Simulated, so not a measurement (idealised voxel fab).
The following process module bears the name voxel released beams.
FYI the section here is cut, 280 nm wide, cells are 5 nm squares.
A cross-section is a grid of square cells, given in bands from the top down. A band is one or more rows of cells. This entry defines a band. It first specifies the height of the band's top and the height of its bottom in nm, and then specifies the band's materials from left to right, stating each material with its width in nm. The word "edge to edge" identifies a single material that fills the band from edge to edge, while the word "empty" identifies empty space. Convention: height 0 is the level below which the wafer, as received, is all one material. The lowest band does not terminate at the bottom but continues downward, represented as "top 0, no bottom". The two numbers in a width such as "30->40" mark its ends across the band: the first belongs to the top row of cells, the second to the bottom row, and from each row to the next the width moves by the same amount. Any step labelled "stayed the same" changed none of the cells in the cross-section. Entry "Enclosed internal voids". Content: empty spaces with no open connection to the top, size 8 cells or greater. Each: width x height at distance. Distance: from left edge. Unit: nm. The remark found on a step's line after its settings is issued by the simulator itself and pertains to that step. Among the settings permitted on a step's line is "overlay nm"; applied to a step with a mask, it specifies the extent to which the mask lay to the right of its planned position, whereas a negative figure signifies a position to the left.

PROCESS STEPS (PLANNED)
1,RECEIVE | material Si
2,CONFORMAL_DEP | material SiN | thk nm 10
3,DIRECTIONAL_DEP | material SiO2 | thk nm 15
4,MASKED_ETCH | tone open | mask id ANCHOR | width nm 30 | etch materials SiO2 | depth nm 15 | overlay nm -15
5,CONFORMAL_DEP | material W | thk nm 10
6,DIRECTIONAL_DEP | material aC | thk nm 10
7,PATTERN | tone cover | mask id BEAM | material resist | width nm 85 | thk nm 30 | overlay nm 0
8,DIRECTIONAL_ETCH | etch materials aC | depth nm 10
9,STRIP | etch materials resist
10,DIRECTIONAL_ETCH | etch materials W | depth nm 10
11,STRIP | etch materials aC
12,STRIP | etch materials SiO2
Variable across wafers: step 4 overlay nm (plan value is that of the first wafer; starting state common to all).

STEP 1 COMPLETE: AS-RECEIVED CROSS-SECTION OF THE FIRST OF SEVERAL WAFERS
    top 0, no bottom = Si edge to edge
    Enclosed internal voids: none

SHOWN IN CROSS-SECTION: THE FIRST OF SEVERAL WAFERS AT THE END OF THE MODULE, AFTER ITS LAST STEP, STEP 12
    top 35, bottom 25 = 105 empty / 75 W / 100 empty
    top 25, bottom 20 = 85 empty / 10 W / 10 empty / 10 W / 165 empty
    top 20, bottom 10 = 85 empty / 30 W / 165 empty
    top 10, bottom 0 = SiN edge to edge
    top 0, no bottom = Si edge to edge
    Enclosed internal voids: none

HERE WE CROSS-SECTIONED THE LAST OF THE WAFERS ONCE THE MODULE WAS DONE
    top 35, bottom 25 = 95 empty / 30 W / 10 empty / 45 W / 100 empty
    top 25, bottom 20 = 115 empty / 10 W / 10 empty / 10 W / 135 empty
    top 20, bottom 10 = 115 empty / 30 W / 135 empty
    top 10, bottom 0 = SiN edge to edge
    top 0, no bottom = Si edge to edge
    Enclosed internal voids: none

WAFER ROWS, END OF MODULE: CELLS PER MATERIAL GAINED (+) OR LOST (-) SINCE RECEIPT; CLOSED VOIDS LAST
overlay nm -15; +112 SiN; +46 W; Enclosed internal voids: none
overlay nm -10; +112 SiN; +46 W; Enclosed internal voids: none
overlay nm -5; +112 SiN; +46 W; Enclosed internal voids: none
overlay nm 0; +112 SiN; +46 W; Enclosed internal voids: none
overlay nm 5; +112 SiN; +46 W; Enclosed internal voids: none
overlay nm 10; +112 SiN; +46 W; Enclosed internal voids: none
overlay nm 15; +112 SiN; +46 W; Enclosed internal voids: none
